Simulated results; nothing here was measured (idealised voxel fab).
You're looking at the process module voxel local oxidation.
We display cut, a cross-section 250 nm in width whose square cells are each 5 nm.
Cross-section format: a grid of square cells, given as bands from top to bottom; each band is one or more rows of cells. Heights first: top, then bottom, in nm. Then materials, left to right, each with a width in nm. "all across" on a single material: fills the band edge to edge. "air": empty space. Heights are reckoned from 0. Under this level, the received wafer is all of one material. The bottommost band is open-ended downward, for example "top 0, no bottom". It should be noted that a width expressed as "30->40" varies in equal increments from row to row of cells within the band, taking the value of the first number at the top row and that of the second number at the bottom row. It should be understood that the words "changes: none", when stated for a given step, signify that the cross-section underwent no change in any of its cells during that step. Entry "Sealed void list". Content: empty spaces with no open connection to the top, size 8 cells or greater. Each: width x height at distance. Distance: from left edge. Unit: nm. What comes after the settings on a step's line is commentary from the simulator itself on that step. The "overlay nm" setting may appear on a step's line; for a step that uses a mask, it gives how far to the right of its planned position the mask lay, and a negative value indicates the left.
Process steps (planned)
| 1 | RECEIVE | material Si |
| 2 | OXIDIZE | depth nm 5 |
| 3 | CONFORMAL_DEP | material SiN | thk nm 10 |
| 4 | PATTERN | tone cover | mask id ACTIVE | material resist | width nm 120 | thk nm 15 | overlay nm 0 |
| 5 | DIRECTIONAL_ETCH | etch materials SiN | depth nm 10 |
| 6 | STRIP | etch materials resist |
| 7 | SELECTIVE_ETCH | etch materials SiO2 | depth nm 5 |
| 8 | OXIDIZE | depth nm 15 |
| 9 | STRIP | etch materials SiN |
First of two wafers - as planned
So this is the incoming wafer in cross-section - it's already been through step 1
  top 0, no bottom  Si all across
  Sealed void list: none
Cross-sectional representation of the wafer at the conclusion of step 2
  top 0, bottom -5  SiO2 all across
  Everything under -5 stays put, no change at all.
Cross-sectional representation of the wafer at the conclusion of step 3
  top 10, bottom 0  SiN all across
  Everything under 0 stays put, no change at all.
Cross-sectional representation of the wafer at the conclusion of step 4
  top 25, bottom 10  air 65  resist 120  air 65
  Everything under 10 stays put, no change at all.
Cross-sectional representation of the wafer at the conclusion of step 5
  top 25, bottom 10  air 65  resist 120  air 65
  top 10, bottom 0  air 65  SiN 120  air 65
  Everything under 0 stays put, no change at all.
Cross-sectional representation of the wafer at the conclusion of step 6
  top 10, bottom 0  air 65  SiN 120  air 65
  Everything under 0 stays put, no change at all.
Cross-sectional representation of the wafer at the conclusion of step 7
  top 10, bottom 0  air 65  SiN 120  air 65
  top 0, bottom -5  air 70  SiO2 110  air 70
  Everything under -5 stays put, no change at all.
Cross-sectional representation of the wafer at the conclusion of step 8
  top 10, bottom 0  air 65  SiN 120  air 65
  top 0, bottom -5  air 70  SiO2 110  air 70
  top -5, bottom -20  SiO2 85  Si 80  SiO2 85
  Everything under -20 stays put, no change at all.
Cross-sectional representation of the wafer at the conclusion of step 9
  top 0, bottom -5  air 70  SiO2 110  air 70
  Everything under -5 stays put, no change at all.
Second of two: same start, same plan, one run error; steps up to and including 8 match the first
Second wafer, cross-section, planned end of step 9: changes: none
Run error: step 9 of the plan never got run, it was skipped over
at the end the second wafer has, in cells: 48 more of SiN
